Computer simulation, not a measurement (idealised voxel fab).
Module name: voxel tone inversion (process module)
Section cut is 190 nm wide and gridded with 5 nm square cells.
A cross-section is written here as square cells arranged in a grid, and it is given in bands from the top down, each band taking up one or more rows of cells.
For a band, the entry starts with two heights in nm, that of the top and then that of the bottom, and carries on with the band's materials in order from left to right, each alongside its width in nm; the word "everywhere" beside a single material means it fills the band edge to edge, and "empty" means empty space.
Beneath 0, the wafer as received is one material, and that level is where height counting begins. The lowest band goes on downward without a bottom; it is written like "z 0 and below".
The notation "30 to 40" denotes a width that varies across the rows of cells in the band, beginning at the first number in the top row, finishing at the second number in the bottom row, and changing by an identical amount from each row to the next.
"remained unchanged" means the step left every cell of the cross-section as it was.
"Cavities, closed" - sealed voids, min. 8 cells, no opening to top; format: width x height at distance (distance from left edge; nm throughout).
Heads up: the bit after the settings on a step's line is the simulator's remark on that step.
"overlay nm" answers the question of how far to the right of plan the mask lay on a step that has a mask, and when it is negative the answer is to the left.
-- Here's what the planned process steps look like
1: RECEIVE | material Si
2: CONFORMAL_DEP | material SiCN | thk nm 10
3: DIRECTIONAL_DEP | material polySi | thk nm 25
4: PATTERN | tone cover | mask id POSTS | material resist | width nm 25 | pitch nm 40 | thk nm 35 | overlay nm 0
5: DIRECTIONAL_ETCH | etch materials polySi | depth nm 25
6: STRIP | etch materials resist
7: FILL_DEP | material lowk | thk nm 5
8: CMP | height nm 35
9: STRIP | etch materials polySi
10: CONFORMAL_DEP | material TiN | thk nm 5
11: FILL_DEP | material W | thk nm 5
12: CMP | height nm 35
13: CONFORMAL_DEP | material SiCN | thk nm 5
-- as received, after step 1
* z 0 and below  Si everywhere
* Cavities, closed: none
-- Cross-sectional view of the first of the two wafers upon completion of the module, processed in accordance with the plan
* z 40 to 35  SiCN everywhere
* z 35 to 15  lowk 40  TiN 5  W 15  TiN 5  lowk 15  TiN 5  W 15  TiN 5  lowk 15  TiN 5  W 15  TiN 5  lowk 45
* z 15 to 10  lowk 40  TiN 25  lowk 15  TiN 25  lowk 15  TiN 25  lowk 45
* z 10 to 0  SiCN everywhere
* z 0 and below  Si everywhere
* Cavities, closed: none
-- Second wafer of the two, sectioned at the end of the module. It began like the first and followed the same plan, but one mistake was made while running it
* z 40 to 35  SiCN everywhere
* z 35 to 10  W everywhere
* z 10 to 0  SiCN everywhere
* z 0 and below  Si everywhere
* Cavities, closed: none
Run error: note that step 3 departed from the planned setting and was carried out as DIRECTIONAL_DEP | material W | thk nm 25
Final wafer comparison in cells, second versus first, more or fewer per material: 39 fewer of TiN; 154 more of W; 115 fewer of lowk
